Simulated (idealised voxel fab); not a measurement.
Process module heading - voxel capacitor over wiring
The width of the displayed cross-section, cut, is 180 nm; its cells are square, with a size of 5 nm.
Reading order for cross-sections: top band down to bottom band. Underlying form: a grid of square cells. Band size: one or more rows of cells. This entry defines a band. It first specifies the height of the band's top and the height of its bottom in nm, and then specifies the band's materials from left to right, stating each material with its width in nm. The word "edge to edge" identifies a single material that fills the band from edge to edge, while the word "blank" identifies empty space. Heights are reckoned from 0. Under this level, the received wafer is all of one material. The bottommost band is open-ended downward, for example "top 0, no bottom". A two-number width, for instance "30->40", indicates that the width is equal to the first number in the top row of the band and to the second number in the bottom row, and that it changes by a constant amount per row of cells. You'll sometimes find "no change" written for a step, and that's the way of saying that nowhere in the cross-section did a cell change during that step. What "Enclosed void inventory" gives you is every empty space of 8 cells or more that is cut off from the top. Each appears as width x height at distance, with the distance taken from the left edge and width, height and distance all in nm. Whatever follows a step's settings on its line is a remark the simulator itself makes about that step. For masked steps, "overlay nm" on the step line gives how far right of plan the mask actually lay; a minus sign means it lay to the left.
-- This section lists the process steps that were planned
1,RECEIVE [material Si]
2,CONFORMAL_DEP [material SiO2] [thk nm 10]
3,DIRECTIONAL_DEP [material TiN] [thk nm 5]
4,DIRECTIONAL_DEP [material Ru] [thk nm 15]
5,PATTERN [tone cover] [mask id METAL_1] [material resist] [width nm 25] [pitch nm 85] [thk nm 20] [overlay nm 0]
6,DIRECTIONAL_ETCH [etch materials Ru] [depth nm 15]
7,DIRECTIONAL_ETCH [etch materials TiN] [depth nm 5]
8,STRIP [etch materials resist]
9,CONFORMAL_DEP [material SiCN] [thk nm 5]
10,FILL_DEP [material SiO2] [thk nm 10]
11,CMP [height nm 30]
12,CONFORMAL_DEP [material SiCN] [thk nm 5]
13,DIRECTIONAL_DEP [material SiO2] [thk nm 15]
14,DIRECTIONAL_DEP [material aC] [thk nm 10]
15,PATTERN [tone open] [mask id PLUG_1] [material resist] [width nm 15] [thk nm 25] [overlay nm 0]
16,DIRECTIONAL_ETCH [etch materials aC] [depth nm 10]
17,STRIP [etch materials resist]
18,DIRECTIONAL_ETCH [etch materials SiO2] [depth nm 15]
19,DIRECTIONAL_ETCH [etch materials SiCN] [depth nm 5]
20,STRIP [etch materials aC]
21,EPI [material Ru] [thk nm 10]
22,EPI [material Ru] [thk nm 10]
23,DIRECTIONAL_DEP [material TiN] [thk nm 10]
24,DIRECTIONAL_DEP [material SiN] [thk nm 5]
25,DIRECTIONAL_DEP [material TiN] [thk nm 5]
26,DIRECTIONAL_DEP [material aC] [thk nm 15]
27,PATTERN [tone cover] [mask id UPPER_PLATE] [material resist] [width nm 65] [thk nm 35] [overlay nm 0]
28,DIRECTIONAL_ETCH [etch materials aC] [depth nm 15]
29,STRIP [etch materials resist]
30,DIRECTIONAL_ETCH [etch materials TiN] [depth nm 5]
31,DIRECTIONAL_ETCH [etch materials SiN] [depth nm 5]
32,STRIP [etch materials aC]
33,PATTERN [tone cover] [mask id LOWER_PLATE] [material resist] [width nm 75] [thk nm 15] [overlay nm 0]
34,DIRECTIONAL_ETCH [etch materials TiN] [depth nm 10]
35,STRIP [etch materials resist]
36,FILL_DEP [material SiO2] [thk nm 15]
37,CMP [height nm 80]
38,MASKED_ETCH [tone open] [mask id PLUG_2] [width nm 15] [etch materials SiO2] [depth nm 10] [overlay nm 0]
39,CONFORMAL_DEP [material TiN] [thk nm 5]
40,FILL_DEP [material Cu] [thk nm 10]
41,CMP [height nm 80]
42,CONFORMAL_DEP [material SiN] [thk nm 5]
-- Cross-sectional view of the wafer in its as-received condition, corresponding to the state after step 1
    top 0, no bottom: Si edge to edge
    Enclosed void inventory: none
-- Post-module cross-section: identical start and plan to those above, one misstep in execution
    top 85, bottom 80: SiN edge to edge
    top 80, bottom 75: SiO2 (55)  TiN (5)  Cu (5)  TiN (5)  SiO2 (110)
    top 75, bottom 70: SiO2 (55)  TiN (15)  SiO2 (110)
    top 70, bottom 65: SiO2 (45)  TiN (15)  SiO2 (40)  TiN (10)  SiO2 (70)
    top 65, bottom 60: SiO2 (45)  SiN (15)  SiO2 (40)  SiN (10)  SiO2 (70)
    top 60, bottom 50: SiO2 (40)  TiN (20)  SiO2 (40)  TiN (15)  SiO2 (65)
    top 50, bottom 45: SiO2 (15)  Ru (30)  SiO2 (15)  TiN (40)  Ru (65)  SiO2 (15)
    top 45, bottom 40: SiO2 (15)  Ru (30)  SiO2 (15)  SiN (40)  Ru (65)  SiO2 (15)
    top 40, bottom 35: SiO2 (15)  Ru (30)  SiO2 (15)  TiN (40)  Ru (65)  SiO2 (15)
    top 35, bottom 30: SiO2 (15)  Ru (30)  SiCN (15)  TiN (40)  Ru (65)  SiO2 (15)
    top 30, bottom 15: SiO2 (30)  SiCN (5)  Ru (25)  SiCN (5)  SiO2 (50)  SiCN (5)  Ru (25)  SiCN (5)  SiO2 (30)
    top 15, bottom 10: SiCN (35)  TiN (25)  SiCN (60)  TiN (25)  SiCN (35)
    top 10, bottom 0: SiO2 edge to edge
    top 0, no bottom: Si edge to edge
    Enclosed void inventory: none
Against the plan, the run slipped here: in deviation from the planned setting, step 15 was conducted as PATTERN [tone cover] [mask id PLUG_1] [material resist] [width nm 15] [thk nm 25] [overlay nm 0]
